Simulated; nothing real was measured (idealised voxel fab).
Herein follows the process module entitled voxel transistor to metal.
Square cell edge 5 nm, section width 190 nm, ID cut.
A cross-section in this document is a grid of square cells, and it is written down as bands, the top band listed before the ones below it; a band is made up of one or more rows of cells. Each band's line starts with the height of the band's top and of its bottom, in nm. Then come its materials from left to right, each with its width in nm. One material with "everywhere" fills the band from edge to edge. "empty" is empty space. Heights from 0 (as-received wafer is one material below). Bottom band endless downward, as "0 nm and below". When a width is written as two numbers, as in "30->40", the first number is the width in the top row of cells of the band and the second is the width in its bottom row, and the width changes by the same amount from each row to the next. For the purposes of this document, the phrase "remained the same" attached to a step denotes that no cell within the cross-section was modified by that step. Any empty space of 8 cells or more lacking an open way to the top shows up in "Unvented internal voids" as width x height at distance, distance from the left edge, in nm. That trailing text on a step's line, after the settings, is the simulator's own remark on the step. overlay nm: step with mask; distance mask lay right of planned place; negative value = left of planned place.
-- List of planned process steps
1,RECEIVE (material Si)
2,CONFORMAL_DEP (material SiO2; thk nm 5)
3,CONFORMAL_DEP (material SiN; thk nm 15)
4,MASKED_ETCH (tone cover; mask id ACTIVE; width nm 115; etch materials SiN; depth nm 15; overlay nm 0)
5,MASKED_ETCH (tone cover; mask id ACTIVE; width nm 115; etch materials SiO2; depth nm 5; overlay nm 0)
6,MASKED_ETCH (tone cover; mask id ACTIVE; width nm 115; etch materials Si; depth nm 30; overlay nm 0)
7,OXIDIZE (depth nm 5)
8,FILL_DEP (material SiO2; thk nm 10)
9,CMP (height nm 20)
10,SELECTIVE_ETCH (etch materials SiO2; depth nm 15)
11,STRIP (etch materials SiN)
12,SELECTIVE_ETCH (etch materials SiO2; depth nm 5)
13,OXIDIZE (depth nm 5)
14,DIRECTIONAL_DEP (material polySi; thk nm 25)
15,DIRECTIONAL_DEP (material SiCN; thk nm 10)
16,PATTERN (tone cover; mask id GATE; material resist; width nm 25; thk nm 20; overlay nm 0)
17,DIRECTIONAL_ETCH (etch materials SiCN; depth nm 20)
18,DIRECTIONAL_ETCH (etch materials polySi; depth nm 35)
19,STRIP (etch materials resist)
20,CONFORMAL_DEP (material SiO2; thk nm 5)
21,DIRECTIONAL_ETCH (etch materials SiO2; depth nm 5)
22,CONFORMAL_DEP (material SiN; thk nm 5)
23,DIRECTIONAL_ETCH (etch materials SiN; depth nm 5)
24,DIRECTIONAL_ETCH (etch materials SiO2; depth nm 5)
25,EPI (material pSi; thk nm 5)
26,FILL_DEP (material SiO2; thk nm 10)
27,CMP (height nm 35)
28,DIRECTIONAL_DEP (material SiO2; thk nm 10)
29,MASKED_ETCH (tone open; mask id CONTACT; width nm 15; pitch nm 80; etch materials SiO2; depth nm 45; overlay nm 0)
30,CONFORMAL_DEP (material TiN; thk nm 5)
31,FILL_DEP (material Ru; thk nm 5)
32,CMP (height nm 45)
33,DIRECTIONAL_DEP (material TiN; thk nm 5)
34,DIRECTIONAL_DEP (material W; thk nm 25)
35,MASKED_ETCH (tone cover; mask id METAL_1; width nm 15; pitch nm 80; etch materials W; depth nm 25; overlay nm 0)
36,MASKED_ETCH (tone cover; mask id METAL_1; width nm 15; pitch nm 80; etch materials TiN; depth nm 5; overlay nm 0)
37,CONFORMAL_DEP (material SiCN; thk nm 5)
38,FILL_DEP (material SiO2; thk nm 5)
39,CMP (height nm 75)
40,CONFORMAL_DEP (material SiN; thk nm 5)
-- Incoming wafer, cross-sectional view, post step 1
- 0 nm and below | Si everywhere
- Unvented internal voids: none
-- Cross-section: first of two wafers, module finished, run according to plan
- 80 nm to 75 nm | SiN everywhere
- 75 nm to 50 nm | 40 of SiO2; 5 of SiCN; 15 of W; 5 of SiCN; 55 of SiO2; 5 of SiCN; 15 of W; 5 of SiCN; 45 of SiO2
- 50 nm to 45 nm | 45 of SiCN; 15 of TiN; 65 of SiCN; 15 of TiN; 50 of SiCN
- 45 nm to 35 nm | 45 of SiO2; 5 of TiN; 5 of Ru; 5 of TiN; 65 of SiO2; 5 of TiN; 5 of Ru; 5 of TiN; 50 of SiO2
- 35 nm to 25 nm | 45 of SiO2; 5 of TiN; 5 of Ru; 5 of TiN; 10 of SiO2; 5 of SiN; 5 of SiO2; 25 of SiCN; 5 of SiO2; 5 of SiN; 10 of SiO2; 5 of TiN; 5 of Ru; 5 of TiN; 50 of SiO2
- 25 nm to 5 nm | 45 of SiO2; 5 of TiN; 5 of Ru; 5 of TiN; 10 of SiO2; 5 of SiN; 5 of SiO2; 25 of polySi; 5 of SiO2; 5 of SiN; 10 of SiO2; 5 of TiN; 5 of Ru; 5 of TiN; 50 of SiO2
- 5 nm to 0 nm | 45 of SiO2; 15 of TiN; 10 of SiO2; 5 of SiN; 5 of SiO2; 25 of polySi; 5 of SiO2; 5 of SiN; 10 of SiO2; 15 of TiN; 50 of SiO2
- 0 nm to -5 nm | 35 of SiO2; 35 of pSi; 45 of SiO2; 35 of pSi; 40 of SiO2
- -5 nm to -35 nm | 40 of SiO2; 105 of Si; 45 of SiO2
- -35 nm and below | Si everywhere
- Unvented internal voids: none
-- End of module, second wafer, cross-section. Started like the first, planned like the first, run with one mistake
- 80 nm to 75 nm | SiN everywhere
- 75 nm to 70 nm | 45 of SiCN; 15 of TiN; 65 of SiCN; 15 of TiN; 50 of SiCN
- 70 nm to 45 nm | W everywhere
- 45 nm to 35 nm | 45 of SiO2; 5 of TiN; 5 of Ru; 5 of TiN; 65 of SiO2; 5 of TiN; 5 of Ru; 5 of TiN; 50 of SiO2
- 35 nm to 25 nm | 45 of SiO2; 5 of TiN; 5 of Ru; 5 of TiN; 10 of SiO2; 5 of SiN; 5 of SiO2; 25 of SiCN; 5 of SiO2; 5 of SiN; 10 of SiO2; 5 of TiN; 5 of Ru; 5 of TiN; 50 of SiO2
- 25 nm to 5 nm | 45 of SiO2; 5 of TiN; 5 of Ru; 5 of TiN; 10 of SiO2; 5 of SiN; 5 of SiO2; 25 of polySi; 5 of SiO2; 5 of SiN; 10 of SiO2; 5 of TiN; 5 of Ru; 5 of TiN; 50 of SiO2
- 5 nm to 0 nm | 45 of SiO2; 15 of TiN; 10 of SiO2; 5 of SiN; 5 of SiO2; 25 of polySi; 5 of SiO2; 5 of SiN; 10 of SiO2; 15 of TiN; 50 of SiO2
- 0 nm to -5 nm | 35 of SiO2; 35 of pSi; 45 of SiO2; 35 of pSi; 40 of SiO2
- -5 nm to -35 nm | 40 of SiO2; 105 of Si; 45 of SiO2
- -35 nm and below | Si everywhere
- Unvented internal voids: none
The mistake made against the process plan was this: steps 33 and 34 traded places in the executed sequence
At the finish, the second wafer shows more or fewer cells for some materials than the first does: SiCN -20, SiO2 -140, W +160
